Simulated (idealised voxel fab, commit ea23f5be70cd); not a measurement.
process module | voxel transistor to metal
cross-section cut | 155 nm wide | cells 5 nm
A cross-section is a grid of square cells, given in bands from the top down. A band is one or more rows of cells.
Each band's line starts with the height of the band's top and of its bottom, in nm. Then come its materials from left to right, each with its width in nm. One material with "throughout" fills the band from edge to edge. "air" is empty space.
Height 0 is the level under which the wafer as received is all one material. The lowest band goes on downwards, as in "0 down".
A width such as "30 to 40" changes by the same amount from each row of cells to the next, from the band's top row to its bottom row.
"no change" after a step means that no cell of the cross-section changed.
closed voids: empty space of 8 cells or more with no open way to the top, each as width x height at its distance from the left edge, in nm
after a step's settings: what the simulator itself notes on the step
overlay nm, on a step with a mask: how far to the right of its planned place the mask lay; to the left if negative
plan
1 op RECEIVE | material Si
2 op OXIDIZE | depth nm 5
3 op CONFORMAL_DEP | material SiN | thk nm 15
4 op DIRECTIONAL_DEP | material aC | thk nm 15
5 op PATTERN | tone cover | mask id ACTIVE | material resist | width nm 110 | thk nm 35 | overlay nm 0
6 op DIRECTIONAL_ETCH | etch materials aC | depth nm 15
7 op STRIP | etch materials resist
8 op DIRECTIONAL_ETCH | etch materials SiN | depth nm 15
9 op DIRECTIONAL_ETCH | etch materials SiO2 | depth nm 5
10 op DIRECTIONAL_ETCH | etch materials Si | depth nm 35
11 op STRIP | etch materials aC
12 op OXIDIZE | depth nm 5
13 op FILL_DEP | material SiO2 | thk nm 15
14 op CMP | height nm 15
15 op SELECTIVE_ETCH | etch materials SiO2 | depth nm 10
16 op STRIP | etch materials SiN
17 op SELECTIVE_ETCH | etch materials SiO2 | depth nm 5
18 op OXIDIZE | depth nm 5
19 op DIRECTIONAL_DEP | material polySi | thk nm 25
20 op DIRECTIONAL_DEP | material SiCN | thk nm 10
21 op DIRECTIONAL_DEP | material aC | thk nm 10
22 op PATTERN | tone cover | mask id GATE | material resist | width nm 20 | thk nm 25 | overlay nm 0
23 op DIRECTIONAL_ETCH | etch materials aC | depth nm 10
24 op STRIP | etch materials resist
25 op DIRECTIONAL_ETCH | etch materials SiCN | depth nm 20
26 op DIRECTIONAL_ETCH | etch materials polySi | depth nm 35
27 op STRIP | etch materials aC
28 op CONFORMAL_DEP | material SiN | thk nm 5
29 op DIRECTIONAL_ETCH | etch materials SiN | depth nm 5
30 op DIRECTIONAL_ETCH | etch materials SiO2 | depth nm 5
31 op DIRECTIONAL_ETCH | etch materials Si | depth nm 10
32 op EPI | material pSi | thk nm 15
33 op FILL_DEP | material SiO2 | thk nm 10
34 op CMP | height nm 30
35 op DIRECTIONAL_DEP | material SiO2 | thk nm 15
36 op MASKED_ETCH | tone open | mask id CONTACT | width nm 30 | pitch nm 60 | etch materials SiO2 | depth nm 50 | overlay nm 0
37 op CONFORMAL_DEP | material TiN | thk nm 5
38 op FILL_DEP | material Ru | thk nm 10
39 op CMP | height nm 45
40 op CONFORMAL_DEP | material SiCN | thk nm 5
41 op DIRECTIONAL_DEP | material SiO2 | thk nm 25
42 op PATTERN | tone open | mask id METAL_1 | material resist | width nm 20 | pitch nm 70 | thk nm 20 | overlay nm 0
43 op DIRECTIONAL_ETCH | etch materials SiO2 | depth nm 25
44 op DIRECTIONAL_ETCH | etch materials SiCN | depth nm 5
45 op STRIP | etch materials resist
46 op CONFORMAL_DEP | material TiN | thk nm 5
47 op FILL_DEP | material W | thk nm 5
48 op CMP | height nm 75
49 op EPI | material Ru | thk nm 5
50 op FILL_DEP | material SiCN | thk nm 5
first wafer, as planned
as received, after step 1
  0 down: Si throughout
  closed voids: none
after step 2
  0 to -5: SiO2 throughout
  below -5: unchanged
after step 3
  15 to 0: SiN throughout
  below 0: unchanged
after step 4
  30 to 15: aC throughout
  below 15: unchanged
after step 5
  65 to 30: air 20 | resist 110 | air 25
  below 30: unchanged
after step 6
  50 to 30: air 20 | resist 110 | air 25
  30 to 15: air 20 | aC 110 | air 25
  below 15: unchanged
after step 7
  30 to 15: air 20 | aC 110 | air 25
  below 15: unchanged
after step 8
  30 to 15: air 20 | aC 110 | air 25
  15 to 0: air 20 | SiN 110 | air 25
  below 0: unchanged
after step 9
  30 to 15: air 20 | aC 110 | air 25
  15 to 0: air 20 | SiN 110 | air 25
  0 to -5: air 20 | SiO2 110 | air 25
  below -5: unchanged
after step 10
  30 to 15: air 20 | aC 110 | air 25
  15 to 0: air 20 | SiN 110 | air 25
  0 to -5: air 20 | SiO2 110 | air 25
  -5 to -40: air 20 | Si 110 | air 25
  below -40: unchanged
after step 11
  15 to 0: air 20 | SiN 110 | air 25
  below 0: unchanged
after step 12
  15 to 0: air 20 | SiN 110 | air 25
  0 to -5: air 20 | SiO2 110 | air 25
  -5 to -40: air 20 | SiO2 5 | Si 100 | SiO2 5 | air 25
  -40 to -45: SiO2 25 | Si 100 | SiO2 30
  below -45: unchanged
after step 13
  30 to 15: SiO2 throughout
  15 to 0: SiO2 20 | SiN 110 | SiO2 25
  0 to -5: SiO2 throughout
  -5 to -45: SiO2 25 | Si 100 | SiO2 30
  below -45: unchanged
after step 14
  15 to 0: SiO2 20 | SiN 110 | SiO2 25
  below 0: unchanged
after step 15
  15 to 5: air 20 | SiN 110 | air 25
  below 5: unchanged
after step 16
  5 to 0: SiO2 20 | air 110 | SiO2 25
  below 0: unchanged
after step 17
  0 to -5: SiO2 15 | air 120 | SiO2 20
  below -5: unchanged
after step 18
  0 to -5: SiO2 15 | air 120 | SiO2 20
  -5 to -10: SiO2 throughout
  below -10: unchanged
after step 19
  25 to 20: polySi 15 | air 120 | polySi 20
  20 to 0: polySi throughout
  0 to -5: SiO2 15 | polySi 120 | SiO2 20
  below -5: unchanged
after step 20
  35 to 30: SiCN 15 | air 120 | SiCN 20
  30 to 25: SiCN throughout
  25 to 20: polySi 15 | SiCN 120 | polySi 20
  below 20: unchanged
after step 21
  45 to 40: aC 15 | air 120 | aC 20
  40 to 35: aC throughout
  35 to 30: SiCN 15 | aC 120 | SiCN 20
  below 30: unchanged
after step 22
  70 to 45: air 65 | resist 20 | air 70
  45 to 40: aC 15 | air 50 | resist 20 | air 50 | aC 20
  below 40: unchanged
after step 23
  60 to 40: air 65 | resist 20 | air 70
  40 to 35: air 65 | aC 20 | air 70
  35 to 30: SiCN 15 | air 50 | aC 20 | air 50 | SiCN 20
  below 30: unchanged
after step 24
  40 to 35: air 65 | aC 20 | air 70
  below 35: unchanged
after step 25
  40 to 30: air 65 | aC 20 | air 70
  30 to 25: air 65 | SiCN 20 | air 70
  25 to 20: polySi 15 | air 50 | SiCN 20 | air 50 | polySi 20
  below 20: unchanged
after step 26
  40 to 30: air 65 | aC 20 | air 70
  30 to 20: air 65 | SiCN 20 | air 70
  20 to 0: air 65 | polySi 20 | air 70
  0 to -5: SiO2 15 | air 50 | polySi 20 | air 50 | SiO2 20
  below -5: unchanged
after step 27
  30 to 20: air 65 | SiCN 20 | air 70
  below 20: unchanged
after step 28
  35 to 30: air 60 | SiN 30 | air 65
  30 to 20: air 60 | SiN 5 | SiCN 20 | SiN 5 | air 65
  20 to 5: air 60 | SiN 5 | polySi 20 | SiN 5 | air 65
  5 to 0: SiN 20 | air 40 | SiN 5 | polySi 20 | SiN 5 | air 40 | SiN 25
  0 to -5: SiO2 15 | SiN 50 | polySi 20 | SiN 50 | SiO2 20
  below -5: unchanged
after step 29
  30 to 20: air 60 | SiN 5 | SiCN 20 | SiN 5 | air 65
  20 to 0: air 60 | SiN 5 | polySi 20 | SiN 5 | air 65
  0 to -5: SiO2 15 | SiN 5 | air 40 | SiN 5 | polySi 20 | SiN 5 | air 40 | SiN 5 | SiO2 20
  below -5: unchanged
after step 30
  30 to 20: air 60 | SiN 5 | SiCN 20 | SiN 5 | air 65
  20 to 0: air 60 | SiN 5 | polySi 20 | SiN 5 | air 65
  0 to -5: air 15 | SiN 5 | air 40 | SiN 5 | polySi 20 | SiN 5 | air 40 | SiN 5 | air 20
  -5 to -10: SiO2 20 | air 40 | SiO2 30 | air 40 | SiO2 25
  below -10: unchanged
after step 31
  30 to 20: air 60 | SiN 5 | SiCN 20 | SiN 5 | air 65
  20 to 0: air 60 | SiN 5 | polySi 20 | SiN 5 | air 65
  0 to -5: air 15 | SiN 5 | air 40 | SiN 5 | polySi 20 | SiN 5 | air 40 | SiN 5 | air 20
  -5 to -10: SiO2 20 | air 40 | SiO2 30 | air 40 | SiO2 25
  -10 to -20: SiO2 25 | air 35 | Si 30 | air 35 | SiO2 30
  below -20: unchanged
after step 32
  30 to 20: air 60 | SiN 5 | SiCN 20 | SiN 5 | air 65
  20 to 5: air 60 | SiN 5 | polySi 20 | SiN 5 | air 65
  5 to 0: air 45 | pSi 15 | SiN 5 | polySi 20 | SiN 5 | pSi 15 | air 50
  0 to -5: air 15 | SiN 5 | air 25 | pSi 15 | SiN 5 | polySi 20 | SiN 5 | pSi 15 | air 25 | SiN 5 | air 20
  -5 to -10: SiO2 20 | pSi 40 | SiO2 30 | pSi 40 | SiO2 25
  -10 to -20: SiO2 25 | pSi 35 | Si 30 | pSi 35 | SiO2 30
  below -20: unchanged
after step 33
  40 to 30: SiO2 throughout
  30 to 20: SiO2 60 | SiN 5 | SiCN 20 | SiN 5 | SiO2 65
  20 to 5: SiO2 60 | SiN 5 | polySi 20 | SiN 5 | SiO2 65
  5 to 0: SiO2 45 | pSi 15 | SiN 5 | polySi 20 | SiN 5 | pSi 15 | SiO2 50
  0 to -5: SiO2 15 | SiN 5 | SiO2 25 | pSi 15 | SiN 5 | polySi 20 | SiN 5 | pSi 15 | SiO2 25 | SiN 5 | SiO2 20
  below -5: unchanged
after step 34
  30 to 20: SiO2 60 | SiN 5 | SiCN 20 | SiN 5 | SiO2 65
  below 20: unchanged
after step 35
  45 to 30: SiO2 throughout
  below 30: unchanged
after step 36
  45 to 30: SiO2 30 | air 30 | SiO2 30 | air 30 | SiO2 35
  30 to 20: SiO2 30 | air 30 | SiN 5 | SiCN 20 | SiN 5 | air 30 | SiO2 35
  20 to 5: SiO2 30 | air 30 | SiN 5 | polySi 20 | SiN 5 | air 30 | SiO2 35
  5 to 0: SiO2 30 | air 15 | pSi 15 | SiN 5 | polySi 20 | SiN 5 | pSi 15 | air 15 | SiO2 35
  0 to -5: SiO2 15 | SiN 5 | SiO2 10 | air 15 | pSi 15 | SiN 5 | polySi 20 | SiN 5 | pSi 15 | air 15 | SiO2 10 | SiN 5 | SiO2 20
  below -5: unchanged
after step 37
  50 to 45: TiN 35 | air 20 | TiN 40 | air 20 | TiN 40
  45 to 30: SiO2 30 | TiN 5 | air 20 | TiN 5 | SiO2 30 | TiN 5 | air 20 | TiN 5 | SiO2 35
  30 to 20: SiO2 30 | TiN 5 | air 20 | TiN 5 | SiN 5 | SiCN 20 | SiN 5 | TiN 5 | air 20 | TiN 5 | SiO2 35
  20 to 10: SiO2 30 | TiN 5 | air 20 | TiN 5 | SiN 5 | polySi 20 | SiN 5 | TiN 5 | air 20 | TiN 5 | SiO2 35
  10 to 5: SiO2 30 | TiN 5 | air 5 | TiN 20 | SiN 5 | polySi 20 | SiN 5 | TiN 20 | air 5 | TiN 5 | SiO2 35
  5 to 0: SiO2 30 | TiN 5 | air 5 | TiN 5 | pSi 15 | SiN 5 | polySi 20 | SiN 5 | pSi 15 | TiN 5 | air 5 | TiN 5 | SiO2 35
  0 to -5: SiO2 15 | SiN 5 | SiO2 10 | TiN 15 | pSi 15 | SiN 5 | polySi 20 | SiN 5 | pSi 15 | TiN 15 | SiO2 10 | SiN 5 | SiO2 20
  below -5: unchanged
after step 38
  60 to 50: Ru throughout
  50 to 45: TiN 35 | Ru 20 | TiN 40 | Ru 20 | TiN 40
  45 to 30: SiO2 30 | TiN 5 | Ru 20 | TiN 5 | SiO2 30 | TiN 5 | Ru 20 | TiN 5 | SiO2 35
  30 to 20: SiO2 30 | TiN 5 | Ru 20 | TiN 5 | SiN 5 | SiCN 20 | SiN 5 | TiN 5 | Ru 20 | TiN 5 | SiO2 35
  20 to 10: SiO2 30 | TiN 5 | Ru 20 | TiN 5 | SiN 5 | polySi 20 | SiN 5 | TiN 5 | Ru 20 | TiN 5 | SiO2 35
  10 to 5: SiO2 30 | TiN 5 | Ru 5 | TiN 20 | SiN 5 | polySi 20 | SiN 5 | TiN 20 | Ru 5 | TiN 5 | SiO2 35
  5 to 0: SiO2 30 | TiN 5 | Ru 5 | TiN 5 | pSi 15 | SiN 5 | polySi 20 | SiN 5 | pSi 15 | TiN 5 | Ru 5 | TiN 5 | SiO2 35
  below 0: unchanged
after step 39
  45 to 30: SiO2 30 | TiN 5 | Ru 20 | TiN 5 | SiO2 30 | TiN 5 | Ru 20 | TiN 5 | SiO2 35
  below 30: unchanged
after step 40
  50 to 45: SiCN throughout
  below 45: unchanged
after step 41
  75 to 50: SiO2 throughout
  below 50: unchanged
after step 42
  95 to 75: resist 30 | air 20 | resist 50 | air 20 | resist 35
  below 75: unchanged
after step 43
  95 to 75: resist 30 | air 20 | resist 50 | air 20 | resist 35
  75 to 50: SiO2 30 | air 20 | SiO2 50 | air 20 | SiO2 35
  below 50: unchanged
after step 44
  95 to 75: resist 30 | air 20 | resist 50 | air 20 | resist 35
  75 to 50: SiO2 30 | air 20 | SiO2 50 | air 20 | SiO2 35
  50 to 45: SiCN 30 | air 20 | SiCN 50 | air 20 | SiCN 35
  below 45: unchanged
after step 45
  75 to 50: SiO2 30 | air 20 | SiO2 50 | air 20 | SiO2 35
  below 50: unchanged
after step 46
  80 to 75: TiN 35 | air 10 | TiN 60 | air 10 | TiN 40
  75 to 50: SiO2 30 | TiN 5 | air 10 | TiN 5 | SiO2 50 | TiN 5 | air 10 | TiN 5 | SiO2 35
  50 to 45: SiCN 30 | TiN 20 | SiCN 50 | TiN 20 | SiCN 35
  below 45: unchanged
after step 47
  85 to 80: W throughout
  80 to 75: TiN 35 | W 10 | TiN 60 | W 10 | TiN 40
  75 to 50: SiO2 30 | TiN 5 | W 10 | TiN 5 | SiO2 50 | TiN 5 | W 10 | TiN 5 | SiO2 35
  below 50: unchanged
after step 48
  75 to 50: SiO2 30 | TiN 5 | W 10 | TiN 5 | SiO2 50 | TiN 5 | W 10 | TiN 5 | SiO2 35
  below 50: unchanged
after step 49
  80 to 75: air 25 | Ru 30 | air 40 | Ru 30 | air 30
  below 75: unchanged
after step 50
  85 to 80: SiCN throughout
  80 to 75: SiCN 25 | Ru 30 | SiCN 40 | Ru 30 | SiCN 30
  below 75: unchanged
second wafer: like start, like plan, one mistake. Through step 9 it matches the first wafer
when step 10 should have ended
  30 to 15: air 20 | aC 110 | air 25
  15 to 0: air 20 | SiN 110 | air 25
  0 to -5: air 20 | SiO2 110 | air 25
  -5 to -75: air 20 | Si 110 | air 25
  below -75: unchanged
when step 11 should have ended
  15 to 0: air 20 | SiN 110 | air 25
  below 0: unchanged
when step 12 should have ended
  15 to 0: air 20 | SiN 110 | air 25
  0 to -5: air 20 | SiO2 110 | air 25
  -5 to -75: air 20 | SiO2 5 | Si 100 | SiO2 5 | air 25
  -75 to -80: SiO2 25 | Si 100 | SiO2 30
  below -80: unchanged
when step 13 should have ended
  30 to 15: SiO2 throughout
  15 to 0: SiO2 20 | SiN 110 | SiO2 25
  0 to -5: SiO2 throughout
  -5 to -80: SiO2 25 | Si 100 | SiO2 30
  below -80: unchanged
when step 14 should have ended
  15 to 0: SiO2 20 | SiN 110 | SiO2 25
  below 0: unchanged
when step 15 should have ended
  15 to 5: air 20 | SiN 110 | air 25
  below 5: unchanged
when step 16 should have ended
  5 to 0: SiO2 20 | air 110 | SiO2 25
  below 0: unchanged
when step 17 should have ended
  0 to -5: SiO2 15 | air 120 | SiO2 20
  below -5: unchanged
when step 18 should have ended
  0 to -5: SiO2 15 | air 120 | SiO2 20
  -5 to -10: SiO2 throughout
  below -10: unchanged
when step 19 should have ended
  25 to 20: polySi 15 | air 120 | polySi 20
  20 to 0: polySi throughout
  0 to -5: SiO2 15 | polySi 120 | SiO2 20
  below -5: unchanged
when step 20 should have ended
  35 to 30: SiCN 15 | air 120 | SiCN 20
  30 to 25: SiCN throughout
  25 to 20: polySi 15 | SiCN 120 | polySi 20
  below 20: unchanged
when step 21 should have ended
  45 to 40: aC 15 | air 120 | aC 20
  40 to 35: aC throughout
  35 to 30: SiCN 15 | aC 120 | SiCN 20
  below 30: unchanged
when step 22 should have ended
  70 to 45: air 65 | resist 20 | air 70
  45 to 40: aC 15 | air 50 | resist 20 | air 50 | aC 20
  below 40: unchanged
when step 23 should have ended
  60 to 40: air 65 | resist 20 | air 70
  40 to 35: air 65 | aC 20 | air 70
  35 to 30: SiCN 15 | air 50 | aC 20 | air 50 | SiCN 20
  below 30: unchanged
when step 24 should have ended
  40 to 35: air 65 | aC 20 | air 70
  below 35: unchanged
when step 25 should have ended
  40 to 30: air 65 | aC 20 | air 70
  30 to 25: air 65 | SiCN 20 | air 70
  25 to 20: polySi 15 | air 50 | SiCN 20 | air 50 | polySi 20
  below 20: unchanged
when step 26 should have ended
  40 to 30: air 65 | aC 20 | air 70
  30 to 20: air 65 | SiCN 20 | air 70
  20 to 0: air 65 | polySi 20 | air 70
  0 to -5: SiO2 15 | air 50 | polySi 20 | air 50 | SiO2 20
  below -5: unchanged
when step 27 should have ended
  30 to 20: air 65 | SiCN 20 | air 70
  below 20: unchanged
when step 28 should have ended
  35 to 30: air 60 | SiN 30 | air 65
  30 to 20: air 60 | SiN 5 | SiCN 20 | SiN 5 | air 65
  20 to 5: air 60 | SiN 5 | polySi 20 | SiN 5 | air 65
  5 to 0: SiN 20 | air 40 | SiN 5 | polySi 20 | SiN 5 | air 40 | SiN 25
  0 to -5: SiO2 15 | SiN 50 | polySi 20 | SiN 50 | SiO2 20
  below -5: unchanged
when step 29 should have ended
  30 to 20: air 60 | SiN 5 | SiCN 20 | SiN 5 | air 65
  20 to 0: air 60 | SiN 5 | polySi 20 | SiN 5 | air 65
  0 to -5: SiO2 15 | SiN 5 | air 40 | SiN 5 | polySi 20 | SiN 5 | air 40 | SiN 5 | SiO2 20
  below -5: unchanged
when step 30 should have ended
  30 to 20: air 60 | SiN 5 | SiCN 20 | SiN 5 | air 65
  20 to 0: air 60 | SiN 5 | polySi 20 | SiN 5 | air 65
  0 to -5: air 15 | SiN 5 | air 40 | SiN 5 | polySi 20 | SiN 5 | air 40 | SiN 5 | air 20
  -5 to -10: SiO2 20 | air 40 | SiO2 30 | air 40 | SiO2 25
  below -10: unchanged
when step 31 should have ended
  30 to 20: air 60 | SiN 5 | SiCN 20 | SiN 5 | air 65
  20 to 0: air 60 | SiN 5 | polySi 20 | SiN 5 | air 65
  0 to -5: air 15 | SiN 5 | air 40 | SiN 5 | polySi 20 | SiN 5 | air 40 | SiN 5 | air 20
  -5 to -10: SiO2 20 | air 40 | SiO2 30 | air 40 | SiO2 25
  -10 to -20: SiO2 25 | air 35 | Si 30 | air 35 | SiO2 30
  below -20: unchanged
when step 32 should have ended
  30 to 20: air 60 | SiN 5 | SiCN 20 | SiN 5 | air 65
  20 to 5: air 60 | SiN 5 | polySi 20 | SiN 5 | air 65
  5 to 0: air 45 | pSi 15 | SiN 5 | polySi 20 | SiN 5 | pSi 15 | air 50
  0 to -5: air 15 | SiN 5 | air 25 | pSi 15 | SiN 5 | polySi 20 | SiN 5 | pSi 15 | air 25 | SiN 5 | air 20
  -5 to -10: SiO2 20 | pSi 40 | SiO2 30 | pSi 40 | SiO2 25
  -10 to -20: SiO2 25 | pSi 35 | Si 30 | pSi 35 | SiO2 30
  below -20: unchanged
when step 33 should have ended
  40 to 30: SiO2 throughout
  30 to 20: SiO2 60 | SiN 5 | SiCN 20 | SiN 5 | SiO2 65
  20 to 5: SiO2 60 | SiN 5 | polySi 20 | SiN 5 | SiO2 65
  5 to 0: SiO2 45 | pSi 15 | SiN 5 | polySi 20 | SiN 5 | pSi 15 | SiO2 50
  0 to -5: SiO2 15 | SiN 5 | SiO2 25 | pSi 15 | SiN 5 | polySi 20 | SiN 5 | pSi 15 | SiO2 25 | SiN 5 | SiO2 20
  below -5: unchanged
when step 34 should have ended
  30 to 20: SiO2 60 | SiN 5 | SiCN 20 | SiN 5 | SiO2 65
  below 20: unchanged
when step 35 should have ended
  45 to 30: SiO2 throughout
  below 30: unchanged
when step 36 should have ended
  45 to 30: SiO2 30 | air 30 | SiO2 30 | air 30 | SiO2 35
  30 to 20: SiO2 30 | air 30 | SiN 5 | SiCN 20 | SiN 5 | air 30 | SiO2 35
  20 to 5: SiO2 30 | air 30 | SiN 5 | polySi 20 | SiN 5 | air 30 | SiO2 35
  5 to 0: SiO2 30 | air 15 | pSi 15 | SiN 5 | polySi 20 | SiN 5 | pSi 15 | air 15 | SiO2 35
  0 to -5: SiO2 15 | SiN 5 | SiO2 10 | air 15 | pSi 15 | SiN 5 | polySi 20 | SiN 5 | pSi 15 | air 15 | SiO2 10 | SiN 5 | SiO2 20
  below -5: unchanged
when step 37 should have ended
  50 to 45: TiN 35 | air 20 | TiN 40 | air 20 | TiN 40
  45 to 30: SiO2 30 | TiN 5 | air 20 | TiN 5 | SiO2 30 | TiN 5 | air 20 | TiN 5 | SiO2 35
  30 to 20: SiO2 30 | TiN 5 | air 20 | TiN 5 | SiN 5 | SiCN 20 | SiN 5 | TiN 5 | air 20 | TiN 5 | SiO2 35
  20 to 10: SiO2 30 | TiN 5 | air 20 | TiN 5 | SiN 5 | polySi 20 | SiN 5 | TiN 5 | air 20 | TiN 5 | SiO2 35
  10 to 5: SiO2 30 | TiN 5 | air 5 | TiN 20 | SiN 5 | polySi 20 | SiN 5 | TiN 20 | air 5 | TiN 5 | SiO2 35
  5 to 0: SiO2 30 | TiN 5 | air 5 | TiN 5 | pSi 15 | SiN 5 | polySi 20 | SiN 5 | pSi 15 | TiN 5 | air 5 | TiN 5 | SiO2 35
  0 to -5: SiO2 15 | SiN 5 | SiO2 10 | TiN 15 | pSi 15 | SiN 5 | polySi 20 | SiN 5 | pSi 15 | TiN 15 | SiO2 10 | SiN 5 | SiO2 20
  below -5: unchanged
when step 38 should have ended
  60 to 50: Ru throughout
  50 to 45: TiN 35 | Ru 20 | TiN 40 | Ru 20 | TiN 40
  45 to 30: SiO2 30 | TiN 5 | Ru 20 | TiN 5 | SiO2 30 | TiN 5 | Ru 20 | TiN 5 | SiO2 35
  30 to 20: SiO2 30 | TiN 5 | Ru 20 | TiN 5 | SiN 5 | SiCN 20 | SiN 5 | TiN 5 | Ru 20 | TiN 5 | SiO2 35
  20 to 10: SiO2 30 | TiN 5 | Ru 20 | TiN 5 | SiN 5 | polySi 20 | SiN 5 | TiN 5 | Ru 20 | TiN 5 | SiO2 35
  10 to 5: SiO2 30 | TiN 5 | Ru 5 | TiN 20 | SiN 5 | polySi 20 | SiN 5 | TiN 20 | Ru 5 | TiN 5 | SiO2 35
  5 to 0: SiO2 30 | TiN 5 | Ru 5 | TiN 5 | pSi 15 | SiN 5 | polySi 20 | SiN 5 | pSi 15 | TiN 5 | Ru 5 | TiN 5 | SiO2 35
  below 0: unchanged
when step 39 should have ended
  45 to 30: SiO2 30 | TiN 5 | Ru 20 | TiN 5 | SiO2 30 | TiN 5 | Ru 20 | TiN 5 | SiO2 35
  below 30: unchanged
when step 40 should have ended
  50 to 45: SiCN throughout
  below 45: unchanged
when step 41 should have ended
  75 to 50: SiO2 throughout
  below 50: unchanged
when step 42 should have ended
  95 to 75: resist 30 | air 20 | resist 50 | air 20 | resist 35
  below 75: unchanged
when step 43 should have ended
  95 to 75: resist 30 | air 20 | resist 50 | air 20 | resist 35
  75 to 50: SiO2 30 | air 20 | SiO2 50 | air 20 | SiO2 35
  below 50: unchanged
when step 44 should have ended
  95 to 75: resist 30 | air 20 | resist 50 | air 20 | resist 35
  75 to 50: SiO2 30 | air 20 | SiO2 50 | air 20 | SiO2 35
  50 to 45: SiCN 30 | air 20 | SiCN 50 | air 20 | SiCN 35
  below 45: unchanged
when step 45 should have ended
  75 to 50: SiO2 30 | air 20 | SiO2 50 | air 20 | SiO2 35
  below 50: unchanged
when step 46 should have ended
  80 to 75: TiN 35 | air 10 | TiN 60 | air 10 | TiN 40
  75 to 50: SiO2 30 | TiN 5 | air 10 | TiN 5 | SiO2 50 | TiN 5 | air 10 | TiN 5 | SiO2 35
  50 to 45: SiCN 30 | TiN 20 | SiCN 50 | TiN 20 | SiCN 35
  below 45: unchanged
when step 47 should have ended
  85 to 80: W throughout
  80 to 75: TiN 35 | W 10 | TiN 60 | W 10 | TiN 40
  75 to 50: SiO2 30 | TiN 5 | W 10 | TiN 5 | SiO2 50 | TiN 5 | W 10 | TiN 5 | SiO2 35
  below 50: unchanged
when step 48 should have ended
  75 to 50: SiO2 30 | TiN 5 | W 10 | TiN 5 | SiO2 50 | TiN 5 | W 10 | TiN 5 | SiO2 35
  below 50: unchanged
when step 49 should have ended
  80 to 75: air 25 | Ru 30 | air 40 | Ru 30 | air 30
  below 75: unchanged
when step 50 should have ended
  85 to 80: SiCN throughout
  80 to 75: SiCN 25 | Ru 30 | SiCN 40 | Ru 30 | SiCN 30
  below 75: unchanged
what went wrong: step 10 was run twice
at the end the second wafer has, in cells: 77 fewer of Si | 77 more of SiO2
